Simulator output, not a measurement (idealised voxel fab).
Process module heading - voxel self aligned contacts
For reference, the cross-section in this document is cut, with width 230 nm and square cells of 5 nm.
Cross-section = grid of square cells, listed top down in bands; band = one or more rows. The entry gives the band's vertical extent as a top height and a bottom height in nm, then its horizontal make-up as materials from left to right, each with a width in nm. "blank" stands for empty space; a single material marked "all across" fills the band edge to edge. Height datum 0, below which the as-received substrate wafer is one material. Lowest band open at the bottom, running downward: "0..down". When a width is written as two numbers, as in "30..40", the first number is the width in the top row of cells of the band and the second is the width in its bottom row, and the width changes by the same amount from each row to the next. Take "identical to before" at face value: in the step it is given for, the cross-section changed in none of its cells. Closed empty spaces (no open way to the top) of 8 cells or more are what "Enclosed cavities" lists, each as width x height at distance from the left edge, nm for all three. Text after the settings on a step's line: the simulator's own remark on that step. overlay nm: right-of-plan distance of the mask on a masked step; negative values mean left-of-plan.

Process steps foreseen in the plan:
1) RECEIVE | material Si
2) OXIDIZE | depth nm 5
3) DIRECTIONAL_DEP | material polySi | thk nm 30
4) DIRECTIONAL_DEP | material SiN | thk nm 10
5) MASKED_ETCH | tone cover | mask id GATE | width nm 30 | pitch nm 75 | etch materials SiN | depth nm 20 | overlay nm 0
6) MASKED_ETCH | tone cover | mask id GATE | width nm 30 | pitch nm 75 | etch materials polySi | depth nm 30 | overlay nm 0
7) CONFORMAL_DEP | material SiN | thk nm 10
8) DIRECTIONAL_ETCH | etch materials SiN | depth nm 10
9) FILL_DEP | material SiO2 | thk nm 15
10) CMP | height nm 55
11) DIRECTIONAL_DEP | material aC | thk nm 15
12) PATTERN | tone open | mask id CONTACT | material resist | width nm 55 | pitch nm 75 | thk nm 35 | overlay nm 0
13) DIRECTIONAL_ETCH | etch materials aC | depth nm 15
14) STRIP | etch materials resist
15) DIRECTIONAL_ETCH | etch materials SiO2 | depth nm 60
16) STRIP | etch materials aC
17) CONFORMAL_DEP | material TiN | thk nm 5
18) FILL_DEP | material Ru | thk nm 5
19) CMP | height nm 55
20) CONFORMAL_DEP | material SiCN | thk nm 5
The plan's step 4 thk nm is the first wafer's value; the wafers differ in this setting and start identical.

Cross-section, first of several wafers, as delivered after step 1:
	0..down  Si all across
	Enclosed cavities: none

Here is the cross-section of the first of several wafers at the end of the module, after its last step, step 20:
	60..55  SiCN all across
	55..45  50 nm SiO2; 5 nm TiN; 45 nm Ru; 5 nm TiN; 20 nm SiO2; 5 nm TiN; 45 nm Ru; 5 nm TiN; 50 nm SiO2
	45..40  50 nm SiO2; 20 nm TiN; 15 nm Ru; 20 nm TiN; 20 nm SiO2; 20 nm TiN; 15 nm Ru; 20 nm TiN; 50 nm SiO2
	40..30  15 nm SiO2; 50 nm SiN; 5 nm TiN; 15 nm Ru; 5 nm TiN; 50 nm SiN; 5 nm TiN; 15 nm Ru; 5 nm TiN; 50 nm SiN; 15 nm SiO2
	30..0  15 nm SiO2; 10 nm SiN; 30 nm polySi; 10 nm SiN; 5 nm TiN; 15 nm Ru; 5 nm TiN; 10 nm SiN; 30 nm polySi; 10 nm SiN; 5 nm TiN; 15 nm Ru; 5 nm TiN; 10 nm SiN; 30 nm polySi; 10 nm SiN; 15 nm SiO2
	0..-5  65 nm SiO2; 25 nm TiN; 50 nm SiO2; 25 nm TiN; 65 nm SiO2
	-5..down  Si all across
	Enclosed cavities: none

The module's end: a cross-section of the last wafer:
	60..55  SiCN all across
	55..50  15 nm SiO2; 50 nm SiN; 5 nm TiN; 15 nm Ru; 5 nm TiN; 50 nm SiN; 5 nm TiN; 15 nm Ru; 5 nm TiN; 50 nm SiN; 15 nm SiO2
	50..45  15 nm SiO2; 50 nm SiN; 25 nm TiN; 50 nm SiN; 25 nm TiN; 50 nm SiN; 15 nm SiO2
	45..30  SiN all across
	30..0  polySi all across
	0..-5  SiO2 all across
	-5..down  Si all across
	Enclosed cavities: none

Where each wafer stands at the end of the module, a row apiece: cells of each material gained (+) or lost (-) since it was received, then closed voids:
thk nm 10 | +90 Ru | -46 Si | +46 SiCN | +132 SiN | +156 SiO2 | +66 TiN | +108 polySi | Enclosed cavities: none
thk nm 15 | +78 Ru | -46 Si | +46 SiCN | +162 SiN | +138 SiO2 | +66 TiN | +108 polySi | Enclosed cavities: none
thk nm 20 | +66 Ru | -46 Si | +46 SiCN | +192 SiN | +120 SiO2 | +66 TiN | +108 polySi | Enclosed cavities: none
thk nm 25 | +18 Ru | -46 Si | +46 SiCN | +166 SiN | +70 SiO2 | +22 TiN | +276 polySi | Enclosed cavities: none
thk nm 30 | +12 Ru | -46 Si | +46 SiCN | +182 SiN | +64 SiO2 | +18 TiN | +276 polySi | Enclosed cavities: none
thk nm 35 | +6 Ru | -46 Si | +46 SiCN | +198 SiN | +58 SiO2 | +14 TiN | +276 polySi | Enclosed cavities: none
